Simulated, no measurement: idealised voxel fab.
The following process module bears the name voxel trench capacitor.
Section cut is 250 nm wide and gridded with 5 nm square cells.
Just so we're on the same page, the cross-sections are grids of square cells, and they're listed out in bands top to bottom, each band one or more rows deep. Heads up on the band format: heights come first, top then bottom, in nm. After that it's the materials left to right, each with its width in nm. A single material flagged "edge to edge" fills the whole band edge to edge, and "empty" means there's empty space there. Height is counted from the level 0, under which the received wafer is composed throughout of one material. The lowest of the bands is not closed at the bottom but continues downward, in the notation "0 nm and below". Width spec "30->40" -> top row of cells at first value, bottom row at second value, equal per-row change in between. It should be understood that the words "no modification", when stated for a given step, signify that the cross-section underwent no change in any of its cells during that step. Empty spaces counting at least 8 cells and having no open way to the top are listed in "Closed cavities". The notation width x height at distance is used for each, the distance being from the left edge and all three values in nm. On each step's line, the part that comes after the settings is the simulator's own comment on the step. overlay nm: right-of-plan distance of the mask on a masked step; negative values mean left-of-plan.

# Planned process steps
1: RECEIVE,material Si
2: CONFORMAL_DEP,material SiN,thk nm 10
3: DIRECTIONAL_DEP,material aC,thk nm 15
4: PATTERN,tone open,mask id TRENCH,material resist,width nm 25,pitch nm 50,thk nm 35,overlay nm 0
5: DIRECTIONAL_ETCH,etch materials aC,depth nm 15
6: STRIP,etch materials resist
7: DIRECTIONAL_ETCH,etch materials SiN,depth nm 10
8: DIRECTIONAL_ETCH,etch materials Si,depth nm 25
9: STRIP,etch materials aC
10: CONFORMAL_DEP,material SiO2,thk nm 5
11: FILL_DEP,material polySi,thk nm 5
12: CMP,height nm 0
What sets these wafers apart? The height nm at step 12. They all start alike, and the plan carries the first wafer's value.

# Step 1 complete: as-received cross-section of the first of several wafers
* 0 nm and below | Si edge to edge
* Closed cavities: none

# Basically each wafer gets a line in the table, showing it at the end of the module: material by material, the cells it gained (+) or lost (-) since we got it, then its closed voids
height nm 0 | -50 Si | +26 SiO2 | +24 polySi | Closed cavities: none
height nm 5 | -50 Si | +40 SiN | +30 SiO2 | +30 polySi | Closed cavities: none
height nm 10 | -50 Si | +80 SiN | +34 SiO2 | +36 polySi | Closed cavities: none
height nm 15 | -50 Si | +80 SiN | +78 SiO2 | +42 polySi | Closed cavities: none
height nm 20 | -50 Si | +80 SiN | +78 SiO2 | +92 polySi | Closed cavities: none
